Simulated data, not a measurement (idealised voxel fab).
Documented hereafter: the process module known as voxel trench capacitor.
Cross-section cut: width 245 nm, square cells of 5 nm.
Throughout this document, each cross-section is represented as a grid of square cells and is presented as a sequence of bands enumerated from the top downward, where a band comprises one or more rows of cells.
Quick guide to a band line: top height, bottom height (nm) up front; then every material left to right with its width in nm. Only one material and it's marked "full width"? Then it fills the band edge to edge. And "air" just means empty space.
Height reference: 0 = level under which incoming wafer is all one material. Lowest band: no bottom, runs on downward, e.g. "top 0, no bottom".
Think of "30 to 40" as a width that walks from the first number to the second as you go down the band, top row to bottom row, taking equal-sized steps from row to row.
The designation "no modification", where it is given for a processing step, indicates that no cell of the cross-section was altered in the course of that step.
"Sealed internal voids" - sealed voids, min. 8 cells, no opening to top; format: width x height at distance (distance from left edge; nm throughout).
Where a step's line continues beyond its settings, the continuation is a remark by the simulator itself on that step.
Regarding "overlay nm": on a step with a mask, it is the distance the mask lay to the right of its planned place; a negative value places it to the left.

### Process steps (planned)
step 1: RECEIVE with material Si
step 2: CONFORMAL_DEP with material SiN, thk nm 5
step 3: DIRECTIONAL_DEP with material aC, thk nm 10
step 4: PATTERN with tone open, mask id TRENCH, material resist, width nm 25, pitch nm 40, thk nm 25, overlay nm 0
step 5: DIRECTIONAL_ETCH with etch materials aC, depth nm 10
step 6: STRIP with etch materials resist
step 7: DIRECTIONAL_ETCH with etch materials SiN, depth nm 5
step 8: DIRECTIONAL_ETCH with etch materials Si, depth nm 30
step 9: STRIP with etch materials aC
step 10: CONFORMAL_DEP with material HfO2, thk nm 5
step 11: CONFORMAL_DEP with material TiN, thk nm 5
step 12: FILL_DEP with material W, thk nm 5
step 13: CMP with height nm 5

### First wafer, two in total, run as planned

### Cross-section of the wafer at receipt, which is the condition after step 1
top 0, no bottom  Si full width
Sealed internal voids: none

### Upon completion of step 2, the wafer appears in cross-section as shown
top 5, bottom 0  SiN full width
All layers under 0 are left as they were.

### Upon completion of step 3, the wafer appears in cross-section as shown
top 15, bottom 5  aC full width
All layers under 5 are left as they were.

### Upon completion of step 4, the wafer appears in cross-section as shown
top 40, bottom 15  70 of resist, then 25 of air, then 15 of resist, then 25 of air, then 15 of resist, then 25 of air, then 70 of resist
All layers under 15 are left as they were.

### Upon completion of step 5, the wafer appears in cross-section as shown
top 30, bottom 15  70 of resist, then 25 of air, then 15 of resist, then 25 of air, then 15 of resist, then 25 of air, then 70 of resist
top 15, bottom 5  70 of aC, then 25 of air, then 15 of aC, then 25 of air, then 15 of aC, then 25 of air, then 70 of aC
All layers under 5 are left as they were.

### Upon completion of step 6, the wafer appears in cross-section as shown
top 15, bottom 5  70 of aC, then 25 of air, then 15 of aC, then 25 of air, then 15 of aC, then 25 of air, then 70 of aC
All layers under 5 are left as they were.

### Upon completion of step 7, the wafer appears in cross-section as shown
top 15, bottom 5  70 of aC, then 25 of air, then 15 of aC, then 25 of air, then 15 of aC, then 25 of air, then 70 of aC
top 5, bottom 0  70 of SiN, then 25 of air, then 15 of SiN, then 25 of air, then 15 of SiN, then 25 of air, then 70 of SiN
All layers under 0 are left as they were.

### Upon completion of step 8, the wafer appears in cross-section as shown
top 15, bottom 5  70 of aC, then 25 of air, then 15 of aC, then 25 of air, then 15 of aC, then 25 of air, then 70 of aC
top 5, bottom 0  70 of SiN, then 25 of air, then 15 of SiN, then 25 of air, then 15 of SiN, then 25 of air, then 70 of SiN
top 0, bottom -30  70 of Si, then 25 of air, then 15 of Si, then 25 of air, then 15 of Si, then 25 of air, then 70 of Si
All layers under -30 are left as they were.

### Upon completion of step 9, the wafer appears in cross-section as shown
top 5, bottom 0  70 of SiN, then 25 of air, then 15 of SiN, then 25 of air, then 15 of SiN, then 25 of air, then 70 of SiN
All layers under 0 are left as they were.

### Upon completion of step 10, the wafer appears in cross-section as shown
top 10, bottom 5  75 of HfO2, then 15 of air, then 25 of HfO2, then 15 of air, then 25 of HfO2, then 15 of air, then 75 of HfO2
top 5, bottom 0  70 of SiN, then 5 of HfO2, then 15 of air, then 5 of HfO2, then 15 of SiN, then 5 of HfO2, then 15 of air, then 5 of HfO2, then 15 of SiN, then 5 of HfO2, then 15 of air, then 5 of HfO2, then 70 of SiN
top 0, bottom -25  70 of Si, then 5 of HfO2, then 15 of air, then 5 of HfO2, then 15 of Si, then 5 of HfO2, then 15 of air, then 5 of HfO2, then 15 of Si, then 5 of HfO2, then 15 of air, then 5 of HfO2, then 70 of Si
top -25, bottom -30  70 of Si, then 25 of HfO2, then 15 of Si, then 25 of HfO2, then 15 of Si, then 25 of HfO2, then 70 of Si
All layers under -30 are left as they were.

### Upon completion of step 11, the wafer appears in cross-section as shown
top 15, bottom 10  80 of TiN, then 5 of air, then 35 of TiN, then 5 of air, then 35 of TiN, then 5 of air, then 80 of TiN
top 10, bottom 5  75 of HfO2, then 5 of TiN, then 5 of air, then 5 of TiN, then 25 of HfO2, then 5 of TiN, then 5 of air, then 5 of TiN, then 25 of HfO2, then 5 of TiN, then 5 of air, then 5 of TiN, then 75 of HfO2
top 5, bottom 0  70 of SiN, then 5 of HfO2, then 5 of TiN, then 5 of air, then 5 of TiN, then 5 of HfO2, then 15 of SiN, then 5 of HfO2, then 5 of TiN, then 5 of air, then 5 of TiN, then 5 of HfO2, then 15 of SiN, then 5 of HfO2, then 5 of TiN, then 5 of air, then 5 of TiN, then 5 of HfO2, then 70 of SiN
top 0, bottom -20  70 of Si, then 5 of HfO2, then 5 of TiN, then 5 of air, then 5 of TiN, then 5 of HfO2, then 15 of Si, then 5 of HfO2, then 5 of TiN, then 5 of air, then 5 of TiN, then 5 of HfO2, then 15 of Si, then 5 of HfO2, then 5 of TiN, then 5 of air, then 5 of TiN, then 5 of HfO2, then 70 of Si
top -20, bottom -25  70 of Si, then 5 of HfO2, then 15 of TiN, then 5 of HfO2, then 15 of Si, then 5 of HfO2, then 15 of TiN, then 5 of HfO2, then 15 of Si, then 5 of HfO2, then 15 of TiN, then 5 of HfO2, then 70 of Si
All layers under -25 are left as they were.

### Upon completion of step 12, the wafer appears in cross-section as shown
top 20, bottom 15  W full width
top 15, bottom 10  80 of TiN, then 5 of W, then 35 of TiN, then 5 of W, then 35 of TiN, then 5 of W, then 80 of TiN
top 10, bottom 5  75 of HfO2, then 5 of TiN, then 5 of W, then 5 of TiN, then 25 of HfO2, then 5 of TiN, then 5 of W, then 5 of TiN, then 25 of HfO2, then 5 of TiN, then 5 of W, then 5 of TiN, then 75 of HfO2
top 5, bottom 0  70 of SiN, then 5 of HfO2, then 5 of TiN, then 5 of W, then 5 of TiN, then 5 of HfO2, then 15 of SiN, then 5 of HfO2, then 5 of TiN, then 5 of W, then 5 of TiN, then 5 of HfO2, then 15 of SiN, then 5 of HfO2, then 5 of TiN, then 5 of W, then 5 of TiN, then 5 of HfO2, then 70 of SiN
top 0, bottom -20  70 of Si, then 5 of HfO2, then 5 of TiN, then 5 of W, then 5 of TiN, then 5 of HfO2, then 15 of Si, then 5 of HfO2, then 5 of TiN, then 5 of W, then 5 of TiN, then 5 of HfO2, then 15 of Si, then 5 of HfO2, then 5 of TiN, then 5 of W, then 5 of TiN, then 5 of HfO2, then 70 of Si
All layers under -20 are left as they were.

### Upon completion of step 13, the wafer appears in cross-section as shown
top 5, bottom 0  70 of SiN, then 5 of HfO2, then 5 of TiN, then 5 of W, then 5 of TiN, then 5 of HfO2, then 15 of SiN, then 5 of HfO2, then 5 of TiN, then 5 of W, then 5 of TiN, then 5 of HfO2, then 15 of SiN, then 5 of HfO2, then 5 of TiN, then 5 of W, then 5 of TiN, then 5 of HfO2, then 70 of SiN
All layers under 0 are left as they were.

### Wafer two. Same start, same plan, one slip in execution. Same as wafer one through step 9, inclusive

### Cross-section of the second wafer at the time by which step 10 should have been completed according to the plan
top 10, bottom 5  75 of aC, then 15 of air, then 25 of aC, then 15 of air, then 25 of aC, then 15 of air, then 75 of aC
top 5, bottom 0  70 of SiN, then 5 of aC, then 15 of air, then 5 of aC, then 15 of SiN, then 5 of aC, then 15 of air, then 5 of aC, then 15 of SiN, then 5 of aC, then 15 of air, then 5 of aC, then 70 of SiN
top 0, bottom -25  70 of Si, then 5 of aC, then 15 of air, then 5 of aC, then 15 of Si, then 5 of aC, then 15 of air, then 5 of aC, then 15 of Si, then 5 of aC, then 15 of air, then 5 of aC, then 70 of Si
top -25, bottom -30  70 of Si, then 25 of aC, then 15 of Si, then 25 of aC, then 15 of Si, then 25 of aC, then 70 of Si
All layers under -30 are left as they were.

### Cross-section of the second wafer at the time by which step 11 should have been completed according to the plan
top 15, bottom 10  80 of TiN, then 5 of air, then 35 of TiN, then 5 of air, then 35 of TiN, then 5 of air, then 80 of TiN
top 10, bottom 5  75 of aC, then 5 of TiN, then 5 of air, then 5 of TiN, then 25 of aC, then 5 of TiN, then 5 of air, then 5 of TiN, then 25 of aC, then 5 of TiN, then 5 of air, then 5 of TiN, then 75 of aC
top 5, bottom 0  70 of SiN, then 5 of aC, then 5 of TiN, then 5 of air, then 5 of TiN, then 5 of aC, then 15 of SiN, then 5 of aC, then 5 of TiN, then 5 of air, then 5 of TiN, then 5 of aC, then 15 of SiN, then 5 of aC, then 5 of TiN, then 5 of air, then 5 of TiN, then 5 of aC, then 70 of SiN
top 0, bottom -20  70 of Si, then 5 of aC, then 5 of TiN, then 5 of air, then 5 of TiN, then 5 of aC, then 15 of Si, then 5 of aC, then 5 of TiN, then 5 of air, then 5 of TiN, then 5 of aC, then 15 of Si, then 5 of aC, then 5 of TiN, then 5 of air, then 5 of TiN, then 5 of aC, then 70 of Si
top -20, bottom -25  70 of Si, then 5 of aC, then 15 of TiN, then 5 of aC, then 15 of Si, then 5 of aC, then 15 of TiN, then 5 of aC, then 15 of Si, then 5 of aC, then 15 of TiN, then 5 of aC, then 70 of Si
All layers under -25 are left as they were.

### Cross-section of the second wafer at the time by which step 12 should have been completed according to the plan
top 20, bottom 15  W full width
top 15, bottom 10  80 of TiN, then 5 of W, then 35 of TiN, then 5 of W, then 35 of TiN, then 5 of W, then 80 of TiN
top 10, bottom 5  75 of aC, then 5 of TiN, then 5 of W, then 5 of TiN, then 25 of aC, then 5 of TiN, then 5 of W, then 5 of TiN, then 25 of aC, then 5 of TiN, then 5 of W, then 5 of TiN, then 75 of aC
top 5, bottom 0  70 of SiN, then 5 of aC, then 5 of TiN, then 5 of W, then 5 of TiN, then 5 of aC, then 15 of SiN, then 5 of aC, then 5 of TiN, then 5 of W, then 5 of TiN, then 5 of aC, then 15 of SiN, then 5 of aC, then 5 of TiN, then 5 of W, then 5 of TiN, then 5 of aC, then 70 of SiN
top 0, bottom -20  70 of Si, then 5 of aC, then 5 of TiN, then 5 of W, then 5 of TiN, then 5 of aC, then 15 of Si, then 5 of aC, then 5 of TiN, then 5 of W, then 5 of TiN, then 5 of aC, then 15 of Si, then 5 of aC, then 5 of TiN, then 5 of W, then 5 of TiN, then 5 of aC, then 70 of Si
All layers under -20 are left as they were.

### Cross-section of the second wafer at the time by which step 13 should have been completed according to the plan
top 5, bottom 0  70 of SiN, then 5 of aC, then 5 of TiN, then 5 of W, then 5 of TiN, then 5 of aC, then 15 of SiN, then 5 of aC, then 5 of TiN, then 5 of W, then 5 of TiN, then 5 of aC, then 15 of SiN, then 5 of aC, then 5 of TiN, then 5 of W, then 5 of TiN, then 5 of aC, then 70 of SiN
All layers under 0 are left as they were.
Finding, execution versus plan: step 10 was processed under conditions differing from the plan, specifically as CONFORMAL_DEP with material aC, thk nm 5
Wrapping up, a cell-based count of both wafers puts the second over or under the first for these materials: HfO2 -51, aC +51
